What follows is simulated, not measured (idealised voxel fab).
process module | voxel trench capacitor
The cross-section on display is named cut; it measures 145 nm wide, and its cells are 5 nm squares.
In what follows, cross-sections appear as grids of square cells, described through bands that run from the top down, where every band is one or more rows of cells.
Look at the band entry: it leads with the top's height and the bottom's height in nm. Then it lists the materials left to right, with a width in nm for each. The word "throughout" on a single material says that material fills the band edge to edge. The word "empty" is empty space.
The reference from which all heights are counted is 0, the level beneath which the as-received wafer is entirely one material; the lowest band, having no lower bound, proceeds downward and is written after the example "z 0 and below".
So if you see something like "30->40" for the width, read it as the top row of the band sitting at the first number and the bottom row at the second, with every row in between moving by the same amount as the last.
When a step is marked "no modification", none of the cells in the cross-section changed during that step.
"Enclosed void entries": empty spaces of 8 cells or more with no open way to the top, each given as width x height at distance, distance from the left edge, all in nm.
Post-settings text on a step line: simulator's own remark regarding the step.
The line of a step may include "overlay nm". On a step with a mask, this value is how far to the right of its planned place the mask lay. A negative value means the mask lay to the left.

# Listed below are the process steps as planned
1 RECEIVE (material Si)
2 CONFORMAL_DEP (material SiN; thk nm 10)
3 MASKED_ETCH (tone open; mask id TRENCH; width nm 30; pitch nm 45; etch materials SiN; depth nm 10; overlay nm 0)
4 MASKED_ETCH (tone open; mask id TRENCH; width nm 30; pitch nm 45; etch materials Si; depth nm 25; overlay nm 0)
5 CONFORMAL_DEP (material Al2O3; thk nm 5)
6 CONFORMAL_DEP (material TiN; thk nm 5)
7 FILL_DEP (material W; thk nm 10)
8 CMP (height nm 10)

# First of two wafers: run as planned

# The cross-section here shows the wafer as received, i.e. in its state after step 1
> z 0 and below = Si throughout
> Enclosed void entries: none

# Cross-section of the wafer after step 2
> z 10 to 0 = SiN throughout
> Under 0: no change, same as before.

# Cross-section of the wafer after step 3
> z 10 to 0 = 35 nm SiN, 30 nm empty, 15 nm SiN, 30 nm empty, 35 nm SiN
> Under 0: no change, same as before.

# Cross-section of the wafer after step 4
> z 10 to 0 = 35 nm SiN, 30 nm empty, 15 nm SiN, 30 nm empty, 35 nm SiN
> z 0 to -25 = 35 nm Si, 30 nm empty, 15 nm Si, 30 nm empty, 35 nm Si
> Under -25: no change, same as before.

# Cross-section of the wafer after step 5
> z 15 to 10 = 40 nm Al2O3, 20 nm empty, 25 nm Al2O3, 20 nm empty, 40 nm Al2O3
> z 10 to 0 = 35 nm SiN, 5 nm Al2O3, 20 nm empty, 5 nm Al2O3, 15 nm SiN, 5 nm Al2O3, 20 nm empty, 5 nm Al2O3, 35 nm SiN
> z 0 to -20 = 35 nm Si, 5 nm Al2O3, 20 nm empty, 5 nm Al2O3, 15 nm Si, 5 nm Al2O3, 20 nm empty, 5 nm Al2O3, 35 nm Si
> z -20 to -25 = 35 nm Si, 30 nm Al2O3, 15 nm Si, 30 nm Al2O3, 35 nm Si
> Under -25: no change, same as before.

# Cross-section of the wafer after step 6
> z 20 to 15 = 45 nm TiN, 10 nm empty, 35 nm TiN, 10 nm empty, 45 nm TiN
> z 15 to 10 = 40 nm Al2O3, 5 nm TiN, 10 nm empty, 5 nm TiN, 25 nm Al2O3, 5 nm TiN, 10 nm empty, 5 nm TiN, 40 nm Al2O3
> z 10 to 0 = 35 nm SiN, 5 nm Al2O3, 5 nm TiN, 10 nm empty, 5 nm TiN, 5 nm Al2O3, 15 nm SiN, 5 nm Al2O3, 5 nm TiN, 10 nm empty, 5 nm TiN, 5 nm Al2O3, 35 nm SiN
> z 0 to -15 = 35 nm Si, 5 nm Al2O3, 5 nm TiN, 10 nm empty, 5 nm TiN, 5 nm Al2O3, 15 nm Si, 5 nm Al2O3, 5 nm TiN, 10 nm empty, 5 nm TiN, 5 nm Al2O3, 35 nm Si
> z -15 to -20 = 35 nm Si, 5 nm Al2O3, 20 nm TiN, 5 nm Al2O3, 15 nm Si, 5 nm Al2O3, 20 nm TiN, 5 nm Al2O3, 35 nm Si
> Under -20: no change, same as before.

# Cross-section of the wafer after step 7
> z 30 to 20 = W throughout
> z 20 to 15 = 45 nm TiN, 10 nm W, 35 nm TiN, 10 nm W, 45 nm TiN
> z 15 to 10 = 40 nm Al2O3, 5 nm TiN, 10 nm W, 5 nm TiN, 25 nm Al2O3, 5 nm TiN, 10 nm W, 5 nm TiN, 40 nm Al2O3
> z 10 to 0 = 35 nm SiN, 5 nm Al2O3, 5 nm TiN, 10 nm W, 5 nm TiN, 5 nm Al2O3, 15 nm SiN, 5 nm Al2O3, 5 nm TiN, 10 nm W, 5 nm TiN, 5 nm Al2O3, 35 nm SiN
> z 0 to -15 = 35 nm Si, 5 nm Al2O3, 5 nm TiN, 10 nm W, 5 nm TiN, 5 nm Al2O3, 15 nm Si, 5 nm Al2O3, 5 nm TiN, 10 nm W, 5 nm TiN, 5 nm Al2O3, 35 nm Si
> Under -15: no change, same as before.

# Cross-section of the wafer after step 8
> z 10 to 0 = 35 nm SiN, 5 nm Al2O3, 5 nm TiN, 10 nm W, 5 nm TiN, 5 nm Al2O3, 15 nm SiN, 5 nm Al2O3, 5 nm TiN, 10 nm W, 5 nm TiN, 5 nm Al2O3, 35 nm SiN
> Under 0: no change, same as before.

# The second wafer: identical to the first at the outset and in its planned sequence, differing only in that one mistake was made during processing; up to and including step 2, its path is the first wafer's path

# when step 3 should have ended
> z 10 to 0 = 40 nm SiN, 20 nm empty, 25 nm SiN, 20 nm empty, 40 nm SiN
> Under 0: no change, same as before.

# when step 4 should have ended
> z 10 to 0 = 40 nm SiN, 20 nm empty, 25 nm SiN, 20 nm empty, 40 nm SiN
> z 0 to -25 = 40 nm Si, 20 nm empty, 25 nm Si, 20 nm empty, 40 nm Si
> Under -25: no change, same as before.

# when step 5 should have ended
> z 15 to 10 = 45 nm Al2O3, 10 nm empty, 35 nm Al2O3, 10 nm empty, 45 nm Al2O3
> z 10 to 0 = 40 nm SiN, 5 nm Al2O3, 10 nm empty, 5 nm Al2O3, 25 nm SiN, 5 nm Al2O3, 10 nm empty, 5 nm Al2O3, 40 nm SiN
> z 0 to -20 = 40 nm Si, 5 nm Al2O3, 10 nm empty, 5 nm Al2O3, 25 nm Si, 5 nm Al2O3, 10 nm empty, 5 nm Al2O3, 40 nm Si
> z -20 to -25 = 40 nm Si, 20 nm Al2O3, 25 nm Si, 20 nm Al2O3, 40 nm Si
> Under -25: no change, same as before.

# when step 6 should have ended
> z 20 to 15 = TiN throughout
> z 15 to 10 = 45 nm Al2O3, 10 nm TiN, 35 nm Al2O3, 10 nm TiN, 45 nm Al2O3
> z 10 to 0 = 40 nm SiN, 5 nm Al2O3, 10 nm TiN, 5 nm Al2O3, 25 nm SiN, 5 nm Al2O3, 10 nm TiN, 5 nm Al2O3, 40 nm SiN
> z 0 to -20 = 40 nm Si, 5 nm Al2O3, 10 nm TiN, 5 nm Al2O3, 25 nm Si, 5 nm Al2O3, 10 nm TiN, 5 nm Al2O3, 40 nm Si
> Under -20: no change, same as before.

# when step 7 should have ended
> z 30 to 20 = W throughout
> Under 20: no change, same as before.

# when step 8 should have ended
> z 10 to 0 = 40 nm SiN, 5 nm Al2O3, 10 nm TiN, 5 nm Al2O3, 25 nm SiN, 5 nm Al2O3, 10 nm TiN, 5 nm Al2O3, 40 nm SiN
> Under 0: no change, same as before.
Deviation noted in wafer processing: planned and actual differ for step 3; actual: MASKED_ETCH (tone open; mask id TRENCH; width nm 20; pitch nm 45; etch materials SiN; depth nm 10; overlay nm 0)
Heads up, by the end the second wafer has more or fewer cells of some materials compared to the first: Al2O3: 4 fewer | Si: 20 more | SiN: 8 more | TiN: 4 fewer | W: 20 fewer
